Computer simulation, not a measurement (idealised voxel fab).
This section sets out a process module, namely voxel capacitor over wiring.
Cross-section cut spans 265 nm and uses square cells 5 nm in size.
In this document a cross-section is written as a grid of square cells. It is given as a series of bands, listed from the top down, and a band is one or more rows of cells.
Top height, bottom height, nm. Materials left to right, width each, nm. Single material + "all across" = fills band edge to edge. "air" = empty.
All heights in this document are referenced to 0, defined as the level beneath which the wafer, as received, consists entirely of one material. The lowest band is not bounded below; it extends indefinitely downward and is written in the form "z 0 and below".
Note: "30..40" means the width goes from the first number (top row of the band) to the second number (bottom row) in equal steps per row of cells.
"same as before", as given for a step, is the statement that not any cell of the cross-section underwent a change during that step.
"Closed-off voids" specifies each empty space that is not open to the top and that occupies no fewer than 8 cells, using the form width x height at distance, the distance measured from the left edge and all three quantities in nm.
Anything after a step's settings on that line? It's the simulator's own note about the step.
A step line may carry the setting "overlay nm", which, for steps involving a mask, states the distance by which the mask lay to the right of its intended position; negative values denote displacement to the left.

### So here's the lineup of process steps we planned
- 1: RECEIVE,material Si
- 2: CONFORMAL_DEP,material SiO2,thk nm 15
- 3: CONFORMAL_DEP,material SiCN,thk nm 5
- 4: DIRECTIONAL_DEP,material lowk,thk nm 20
- 5: DIRECTIONAL_DEP,material aC,thk nm 10
- 6: PATTERN,tone open,mask id METAL_1,material resist,width nm 30,pitch nm 80,thk nm 25,overlay nm 0
- 7: DIRECTIONAL_ETCH,etch materials aC,depth nm 10
- 8: STRIP,etch materials resist
- 9: DIRECTIONAL_ETCH,etch materials lowk,depth nm 20
- 10: DIRECTIONAL_ETCH,etch materials SiCN,depth nm 5
- 11: STRIP,etch materials aC
- 12: CONFORMAL_DEP,material TiN,thk nm 5
- 13: FILL_DEP,material Ru,thk nm 10
- 14: CMP,height nm 40
- 15: EPI,material Ru,thk nm 5
- 16: FILL_DEP,material SiCN,thk nm 5
- 17: DIRECTIONAL_DEP,material SiO2,thk nm 20
- 18: DIRECTIONAL_DEP,material aC,thk nm 10
- 19: PATTERN,tone open,mask id PLUG_1,material resist,width nm 15,thk nm 25,overlay nm 0
- 20: DIRECTIONAL_ETCH,etch materials aC,depth nm 10
- 21: STRIP,etch materials resist
- 22: DIRECTIONAL_ETCH,etch materials SiO2,depth nm 20
- 23: DIRECTIONAL_ETCH,etch materials SiCN,depth nm 5
- 24: STRIP,etch materials aC
- 25: CONFORMAL_DEP,material TiN,thk nm 5
- 26: FILL_DEP,material Cu,thk nm 5
- 27: CMP,height nm 70
- 28: DIRECTIONAL_DEP,material TiN,thk nm 5
- 29: DIRECTIONAL_DEP,material SiN,thk nm 5
- 30: DIRECTIONAL_DEP,material TiN,thk nm 5
- 31: DIRECTIONAL_DEP,material aC,thk nm 15
- 32: PATTERN,tone cover,mask id UPPER_PLATE,material resist,width nm 55,thk nm 30,overlay nm 0
- 33: DIRECTIONAL_ETCH,etch materials aC,depth nm 15
- 34: STRIP,etch materials resist
- 35: DIRECTIONAL_ETCH,etch materials TiN,depth nm 5
- 36: DIRECTIONAL_ETCH,etch materials SiN,depth nm 5
- 37: STRIP,etch materials aC
- 38: MASKED_ETCH,tone cover,mask id LOWER_PLATE,width nm 65,etch materials TiN,depth nm 5,overlay nm 0
- 39: FILL_DEP,material SiO2,thk nm 15
- 40: CMP,height nm 95
- 41: MASKED_ETCH,tone open,mask id PLUG_2,width nm 15,etch materials SiO2,depth nm 10,overlay nm 0
- 42: CONFORMAL_DEP,material TiN,thk nm 5
- 43: FILL_DEP,material Cu,thk nm 5
- 44: CMP,height nm 95
- 45: CONFORMAL_DEP,material SiCN,thk nm 5

### Here's what the wafer looked like in cross-section when it arrived - that's after step 1
	z 0 and below: Si all across
	Closed-off voids: none

### Cross-sectional result after module completion. Note: starting condition and plan are unchanged from above; one processing mistake was made
	z 100 to 95: SiCN all across
	z 95 to 90: SiO2: 100 | TiN: 5 | Cu: 5 | TiN: 5 | SiO2: 150
	z 90 to 80: SiO2: 100..90 | TiN: 15..60 | SiO2: 150..115
	z 80 to 75: SiO2: 90 | SiN: 60 | SiO2: 115
	z 75 to 70: SiO2: 85 | TiN: 65 | SiO2: 115
	z 70 to 50: SiO2: 90 | TiN: 5 | Cu: 5 | TiN: 5 | SiO2: 160
	z 50 to 45: SiCN: 90 | TiN: 15 | SiCN: 160
	z 45 to 40: SiCN: 70 | Ru: 40 | SiCN: 40 | Ru: 40 | SiCN: 75
	z 40 to 20: lowk: 75 | TiN: 5 | Ru: 20 | TiN: 5 | lowk: 50 | TiN: 5 | Ru: 20 | TiN: 5 | lowk: 80
	z 20 to 15: SiCN: 75 | TiN: 30 | SiCN: 50 | TiN: 30 | SiCN: 80
	z 15 to 0: SiO2 all across
	z 0 and below: Si all across
	Closed-off voids: none
Against the plan, the run slipped here: planned and actual differ for step 32; actual: PATTERN,tone cover,mask id UPPER_PLATE,material resist,width nm 60,thk nm 30,overlay nm 0
